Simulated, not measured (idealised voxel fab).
Process module in this document: voxel double patterning
The figure presents cross-section cut, which has a width of 250 nm and is divided into square cells with an edge length of 5 nm.
How to read a cross-section here: the picture is a grid of square cells, written as bands going from the top down, and any band can span one or more rows of cells. Look at the band entry: it leads with the top's height and the bottom's height in nm. Then it lists the materials left to right, with a width in nm for each. The word "throughout" on a single material says that material fills the band edge to edge. The word "air" is empty space. Beneath 0, the wafer as received is one material, and that level is where height counting begins. The lowest band goes on downward without a bottom; it is written like "0 and below". A two-number width, for instance "30 to 40", indicates that the width is equal to the first number in the top row of the band and to the second number in the bottom row, and that it changes by a constant amount per row of cells. No cell of the cross-section changed in a step that is given as "remained unchanged". For the entry "Catalogued sealed voids", the listed items are empty spaces with no open way to the top whose size is 8 cells or more; each item follows the pattern width x height at distance, where distance is from the left edge and all three are in nm. Step line, after settings: the simulator's comment on this step. Each step line may optionally specify "overlay nm", which for a step with a mask gives the rightward distance between the mask's planned place and where it lay, a negative value indicating the leftward direction.

Set out below are the planned steps of the process:
1. RECEIVE,material Si
2. CONFORMAL_DEP,material SiO2,thk nm 10
3. DIRECTIONAL_DEP,material polySi,thk nm 20
4. DIRECTIONAL_DEP,material SiN,thk nm 5
5. MASKED_ETCH,tone open,mask id FIRST,width nm 15,pitch nm 50,etch materials SiN,depth nm 5,overlay nm 0
6. MASKED_ETCH,tone open,mask id SECOND,width nm 15,pitch nm 50,etch materials SiN,depth nm 5,overlay nm 0
7. DIRECTIONAL_ETCH,etch materials polySi,depth nm 20
8. STRIP,etch materials SiN
varied across the wafers: width nm of step 5. The plan shows the first wafer's value. All wafers start alike

First of several wafers (as received, post step 1), cross-sectional view:
0 and below  Si throughout
Catalogued sealed voids: none

For your reference, the table is organized with a row per wafer; each row reflects the wafer at the end of the module, indicating for each material the cells gained (+) or lost (-) since receipt, and thereafter its closed voids:
width nm 15; +100 SiO2; +140 polySi; Catalogued sealed voids: none
width nm 20; +100 SiO2; +128 polySi; Catalogued sealed voids: none
width nm 25; +100 SiO2; +116 polySi; Catalogued sealed voids: none
width nm 30; +100 SiO2; +104 polySi; Catalogued sealed voids: none
